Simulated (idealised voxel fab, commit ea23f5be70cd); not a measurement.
Process module name: voxel lift off
In the cross-section labelled cut, the width is 210 nm and each square cell is 5 nm.
The cross-sections in this document take the form of a grid made of square cells. They are written out as bands, in order from top to bottom. Each band consists of one or more rows of cells.
Heads up on the band format: heights come first, top then bottom, in nm. After that it's the materials left to right, each with its width in nm. A single material flagged "throughout" fills the whole band edge to edge, and "air" means there's empty space there.
Where do heights start? At 0: under that level the wafer as delivered is made of one material only. And the lowest band has no floor; it just carries on downward, as in "0..down".
The notation "30->40" denotes a width that varies across the rows of cells in the band, beginning at the first number in the top row, finishing at the second number in the bottom row, and changing by an identical amount from each row to the next.
"all unchanged" -> step changed no cross-section cell.
Entry "Closed voids list" = empty spaces >= 8 cells with no open way to the top; each as width x height at distance, distance from left edge, all nm.
That trailing text on a step's line, after the settings, is the simulator's own remark on the step.
A step's line can hold "overlay nm"; with a mask on that step, the setting says how far right of the planned place the mask lay, while a negative setting says it lay to the left.
Intended process steps
1) RECEIVE: material Si
2) CONFORMAL_DEP: material SiO2, thk nm 10
3) PATTERN: tone open, mask id LINES, material resist, width nm 20, pitch nm 35, thk nm 20, overlay nm 0
4) DIRECTIONAL_DEP: material Ru, thk nm 10
5) STRIP: etch materials resist
6) CONFORMAL_DEP: material SiN, thk nm 5
First wafer out of two, processed as planned
as received, after step 1
> 0..down: Si throughout
> Closed voids list: none
Once step 2 is through, the wafer looks like this in cross-section
> 10..0: SiO2 throughout
> Nothing below the height 0 has changed.
Once step 3 is through, the wafer looks like this in cross-section
> 30..10: resist=75 | air=20 | resist=15 | air=20 | resist=80
> Nothing below the height 10 has changed.
Once step 4 is through, the wafer looks like this in cross-section
> 40..30: Ru=75 | air=20 | Ru=15 | air=20 | Ru=80
> 30..20: resist=75 | air=20 | resist=15 | air=20 | resist=80
> 20..10: resist=75 | Ru=20 | resist=15 | Ru=20 | resist=80
> Nothing below the height 10 has changed.
Once step 5 is through, the wafer looks like this in cross-section
> 20..10: air=75 | Ru=20 | air=15 | Ru=20 | air=80
> Nothing below the height 10 has changed.
Once step 6 is through, the wafer looks like this in cross-section
> 25..20: air=70 | SiN=30 | air=5 | SiN=30 | air=75
> 20..15: air=70 | SiN=5 | Ru=20 | SiN=5 | air=5 | SiN=5 | Ru=20 | SiN=5 | air=75
> 15..10: SiN=75 | Ru=20 | SiN=15 | Ru=20 | SiN=80
> Nothing below the height 10 has changed.
Second of two: same start, same plan, one run error; steps up to and including 1 match the first
Second wafer: cross-section at the scheduled end of step 2
> 15..0: SiO2 throughout
> Nothing below the height 0 has changed.
Second wafer: cross-section at the scheduled end of step 3
> 35..15: resist=75 | air=20 | resist=15 | air=20 | resist=80
> Nothing below the height 15 has changed.
Second wafer: cross-section at the scheduled end of step 4
> 45..35: Ru=75 | air=20 | Ru=15 | air=20 | Ru=80
> 35..25: resist=75 | air=20 | resist=15 | air=20 | resist=80
> 25..15: resist=75 | Ru=20 | resist=15 | Ru=20 | resist=80
> Nothing below the height 15 has changed.
Second wafer: cross-section at the scheduled end of step 5
> 25..15: air=75 | Ru=20 | air=15 | Ru=20 | air=80
> Nothing below the height 15 has changed.
Second wafer: cross-section at the scheduled end of step 6
> 30..25: air=70 | SiN=30 | air=5 | SiN=30 | air=75
> 25..20: air=70 | SiN=5 | Ru=20 | SiN=5 | air=5 | SiN=5 | Ru=20 | SiN=5 | air=75
> 20..15: SiN=75 | Ru=20 | SiN=15 | Ru=20 | SiN=80
> Nothing below the height 15 has changed.
Deviation from plan: the process deviated at step 2: the operation and settings actually run there were CONFORMAL_DEP: material SiO2, thk nm 15
Bottom line after processing is that, in cells, the second wafer is up or down on some materials versus the first: SiO2 +42
